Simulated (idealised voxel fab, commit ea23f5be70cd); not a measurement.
Documented hereafter: the process module known as voxel wiring stack.
The cross-section on display is named cut; it measures 145 nm wide, and its cells are 5 nm squares.
Cross-section = grid of square cells, listed top down in bands; band = one or more rows. For a band, the entry starts with two heights in nm, that of the top and then that of the bottom, and carries on with the band's materials in order from left to right, each alongside its width in nm; the word "throughout" beside a single material means it fills the band edge to edge, and "blank" means empty space. Height is counted from the level 0, under which the received wafer is composed throughout of one material. The lowest of the bands is not closed at the bottom but continues downward, in the notation "from 0 down". Width "30..40": first value at the band's top row of cells, second value at its bottom row, equal change from row to row. The designation "remains unaltered", where it is given for a processing step, indicates that no cell of the cross-section was altered in the course of that step. The entry titled "Closed internal cavities" provides the empty spaces that have no open way to the top, restricted to those of 8 cells or more. Each is presented as width x height at distance, the distance being measured from the left edge, with all three in nm. Step line, after settings: the simulator's comment on this step. The setting "overlay nm" may be written on the line of a step. When the step uses a mask, the value reports how far to the right of the planned place the mask lay, and a negative value reports that it lay to the left.

Process steps foreseen in the plan:
1,RECEIVE: material Si
2,CONFORMAL_DEP: material SiO2, thk nm 10
3,DIRECTIONAL_DEP: material TiN, thk nm 5
4,DIRECTIONAL_DEP: material Ru, thk nm 20
5,PATTERN: tone cover, mask id METAL_1, material resist, width nm 30, pitch nm 55, thk nm 20, overlay nm 0
6,DIRECTIONAL_ETCH: etch materials Ru, depth nm 20
7,DIRECTIONAL_ETCH: etch materials TiN, depth nm 5
8,STRIP: etch materials resist
9,CONFORMAL_DEP: material SiCN, thk nm 5
10,FILL_DEP: material SiO2, thk nm 10
11,CMP: height nm 35
12,CONFORMAL_DEP: material SiCN, thk nm 5
13,DIRECTIONAL_DEP: material SiO2, thk nm 10
14,MASKED_ETCH: tone open, mask id PLUG_1, width nm 15, etch materials SiO2, depth nm 10, overlay nm 0
15,MASKED_ETCH: tone open, mask id PLUG_1, width nm 15, etch materials SiCN, depth nm 5, overlay nm 0
16,CONFORMAL_DEP: material TiN, thk nm 5
17,FILL_DEP: material W, thk nm 10
18,CMP: height nm 50
19,CONFORMAL_DEP: material SiCN, thk nm 5
20,DIRECTIONAL_DEP: material lowk, thk nm 20
21,DIRECTIONAL_DEP: material aC, thk nm 10
22,PATTERN: tone open, mask id METAL_2, material resist, width nm 30, pitch nm 55, thk nm 30, overlay nm 0
23,DIRECTIONAL_ETCH: etch materials aC, depth nm 10
24,STRIP: etch materials resist
25,DIRECTIONAL_ETCH: etch materials lowk, depth nm 20
26,DIRECTIONAL_ETCH: etch materials SiCN, depth nm 5
27,STRIP: etch materials aC
28,CONFORMAL_DEP: material TiN, thk nm 5
29,FILL_DEP: material Cu, thk nm 5
30,CMP: height nm 75
31,CONFORMAL_DEP: material SiCN, thk nm 5
32,DIRECTIONAL_DEP: material SiO2, thk nm 20
33,DIRECTIONAL_DEP: material aC, thk nm 10
34,PATTERN: tone open, mask id PLUG_2, material resist, width nm 15, pitch nm 55, thk nm 30, overlay nm 0
35,DIRECTIONAL_ETCH: etch materials aC, depth nm 10
36,STRIP: etch materials resist
37,DIRECTIONAL_ETCH: etch materials SiO2, depth nm 20
38,DIRECTIONAL_ETCH: etch materials SiCN, depth nm 5
39,STRIP: etch materials aC
40,CONFORMAL_DEP: material TiN, thk nm 5
41,FILL_DEP: material W, thk nm 10
42,CMP: height nm 100
43,DIRECTIONAL_DEP: material TiN, thk nm 5
44,DIRECTIONAL_DEP: material Ru, thk nm 25
45,MASKED_ETCH: tone cover, mask id METAL_3, width nm 30, pitch nm 55, etch materials Ru, depth nm 25, overlay nm 0
46,MASKED_ETCH: tone cover, mask id METAL_3, width nm 30, pitch nm 55, etch materials TiN, depth nm 5, overlay nm 0
47,FILL_DEP: material SiO2, thk nm 10
48,CMP: height nm 130
49,CONFORMAL_DEP: material SiN, thk nm 5

Cross-section: wafer on arrival = after step 1:
    from 0 down: Si throughout
    Closed internal cavities: none

Starting wafer: above. Plan: above. Run: one mistake. Cross-section after the module: below:
    from 135 to 130: SiN throughout
    from 130 to 105: 30 nm SiO2, then 30 nm Ru, then 25 nm SiO2, then 30 nm Ru, then 30 nm SiO2
    from 105 to 100: 30 nm SiO2, then 30 nm TiN, then 25 nm SiO2, then 30 nm TiN, then 30 nm SiO2
    from 100 to 80: 30 nm SiO2, then 5 nm TiN, then 5 nm W, then 5 nm TiN, then 40 nm SiO2, then 5 nm TiN, then 5 nm W, then 5 nm TiN, then 45 nm SiO2
    from 80 to 75: 30 nm SiCN, then 15 nm TiN, then 40 nm SiCN, then 15 nm TiN, then 45 nm SiCN
    from 75 to 55: 30 nm lowk, then 5 nm TiN, then 20 nm Cu, then 5 nm TiN, then 25 nm lowk, then 5 nm TiN, then 20 nm Cu, then 5 nm TiN, then 30 nm lowk
    from 55 to 50: 30 nm SiCN, then 30 nm TiN, then 25 nm SiCN, then 30 nm TiN, then 30 nm SiCN
    from 50 to 40: 30 nm SiO2, then 5 nm TiN, then 5 nm W, then 5 nm TiN, then 100 nm SiO2
    from 40 to 35: 30 nm SiCN, then 15 nm TiN, then 100 nm SiCN
    from 35 to 15: 30 nm Ru, then 5 nm SiCN, then 20 nm SiO2, then 5 nm SiCN, then 25 nm Ru, then 5 nm SiCN, then 20 nm SiO2, then 5 nm SiCN, then 30 nm Ru
    from 15 to 10: 30 nm TiN, then 30 nm SiCN, then 25 nm TiN, then 30 nm SiCN, then 30 nm TiN
    from 10 to 0: SiO2 throughout
    from 0 down: Si throughout
    Closed internal cavities: none
Processing error: step 5 deviated from plan and actually ran as PATTERN: tone open, mask id METAL_1, material resist, width nm 30, pitch nm 55, thk nm 20, overlay nm 0
